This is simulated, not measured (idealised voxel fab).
Process module under the name voxel gate over fins
In the cross-section labelled cut, the width is 270 nm and each square cell is 5 nm.
Cross-section spec: square-cell grid; bands listed top down; each band is one or more rows. It is stipulated that each band's entry specify, in nanometres, the height of the top of the band and then that of its bottom, followed by the materials of the band in left-to-right sequence, each together with its width in nanometres. A single material marked by the word "everywhere" is understood to fill the band from edge to edge; the word "empty" is understood to denote empty space. Counting heights begins at 0, where everything beneath is, in the wafer as received, one material. The lowest band has no bottom; it goes on downwards, as "0 down" shows. Read "30..40" as a graded width: first number on top, second number at the bottom, same change between each pair of neighbouring rows. A step reported as "no modifications" is a step in which no cell of the cross-section changed. Basically, "Sealed cavities" tells you about the enclosed voids: empty spaces with no open way to the top, 8 cells or bigger, each written width x height at distance, where distance is from the left edge, all in nm. Step line, after settings: the simulator's comment on this step. "overlay nm" on a masked step: distance the mask lay right of its planned place, negative for left.
PLANNED PROCESS STEPS
1. RECEIVE | material Si
2. CONFORMAL_DEP | material SiN | thk nm 5
3. DIRECTIONAL_DEP | material aC | thk nm 10
4. PATTERN | tone cover | mask id FINS | material resist | width nm 15 | pitch nm 50 | thk nm 30 | overlay nm 0
5. DIRECTIONAL_ETCH | etch materials aC | depth nm 10
6. STRIP | etch materials resist
7. DIRECTIONAL_ETCH | etch materials SiN | depth nm 5
8. DIRECTIONAL_ETCH | etch materials Si | depth nm 40
9. STRIP | etch materials aC
10. FILL_DEP | material SiO2 | thk nm 5
11. CMP | height nm 5
12. PATTERN | tone open | mask id RAIL | material resist | width nm 15 | thk nm 20 | overlay nm 0
13. DIRECTIONAL_ETCH | etch materials SiO2 | depth nm 40
14. STRIP | etch materials resist
15. CONFORMAL_DEP | material TiN | thk nm 5
16. FILL_DEP | material W | thk nm 5
17. CMP | height nm 5
18. SELECTIVE_ETCH | etch materials W Ru TiN | depth nm 20
19. FILL_DEP | material SiO2 | thk nm 5
20. CMP | height nm 5
21. SELECTIVE_ETCH | etch materials SiO2 | depth nm 15
22. STRIP | etch materials SiN
23. CONFORMAL_DEP | material HfO2 | thk nm 5
24. CONFORMAL_DEP | material TiN | thk nm 5
25. FILL_DEP | material W | thk nm 10
26. CMP | height nm 15
27. CONFORMAL_DEP | material SiCN | thk nm 5
AS RECEIVED (POST STEP 1): CROSS-SECTION
> 0 down  Si everywhere
> Sealed cavities: none
FIRST OF TWO WAFERS AT THE END OF THE MODULE, SHOWN IN CROSS-SECTION; RUN CARRIED OUT AS PLANNED
> 20 to 15  SiCN everywhere
> 15 to 10  W everywhere
> 10 to 5  W: 90; TiN: 35; W: 15; TiN: 35; W: 95
> 5 to 0  W: 90; TiN: 5; HfO2: 25; TiN: 5; W: 15; TiN: 5; HfO2: 25; TiN: 5; W: 95
> 0 to -5  TiN: 95; HfO2: 5; Si: 15; HfO2: 5; TiN: 25; HfO2: 5; Si: 15; HfO2: 5; TiN: 100
> -5 to -10  HfO2: 100; Si: 15; HfO2: 35; Si: 15; HfO2: 105
> -10 to -15  SiO2: 100; Si: 15; SiO2: 35; Si: 15; SiO2: 105
> -15 to -30  SiO2: 100; Si: 15; SiO2: 10; TiN: 5; W: 5; TiN: 5; SiO2: 10; Si: 15; SiO2: 105
> -30 to -35  SiO2: 100; Si: 15; SiO2: 10; TiN: 15; SiO2: 10; Si: 15; SiO2: 105
> -35 to -40  SiO2: 100; Si: 15; SiO2: 35; Si: 15; SiO2: 105
> -40 down  Si everywhere
> Sealed cavities: none
CROSS-SECTION AT END OF MODULE FOR THE SECOND WAFER OF TWO, WHICH MATCHED THE FIRST IN STARTING POINT AND PLAN AND DIFFERED BY ONE MISTAKE IN ITS PROCESSING
> 20 to 15  SiCN everywhere
> 15 to 10  W everywhere
> 10 to 5  W: 90; SiCN: 35; W: 15; SiCN: 35; W: 95
> 5 to 0  W: 90; SiCN: 5; HfO2: 25; SiCN: 5; W: 15; SiCN: 5; HfO2: 25; SiCN: 5; W: 95
> 0 to -5  SiCN: 95; HfO2: 5; Si: 15; HfO2: 5; SiCN: 25; HfO2: 5; Si: 15; HfO2: 5; SiCN: 100
> -5 to -10  HfO2: 100; Si: 15; HfO2: 35; Si: 15; HfO2: 105
> -10 to -15  SiO2: 100; Si: 15; SiO2: 35; Si: 15; SiO2: 105
> -15 to -30  SiO2: 100; Si: 15; SiO2: 10; TiN: 5; W: 5; TiN: 5; SiO2: 10; Si: 15; SiO2: 105
> -30 to -35  SiO2: 100; Si: 15; SiO2: 10; TiN: 15; SiO2: 10; Si: 15; SiO2: 105
> -35 to -40  SiO2: 100; Si: 15; SiO2: 35; Si: 15; SiO2: 105
> -40 down  Si everywhere
> Sealed cavities: none
what went wrong: it should be noted that step 24 was executed with settings other than those planned, the operation and settings actually applied being CONFORMAL_DEP | material SiCN | thk nm 5
The final cell counts differ between the wafers, with the second having more or fewer of some materials than the first: SiCN: 62 more | TiN: 62 fewer
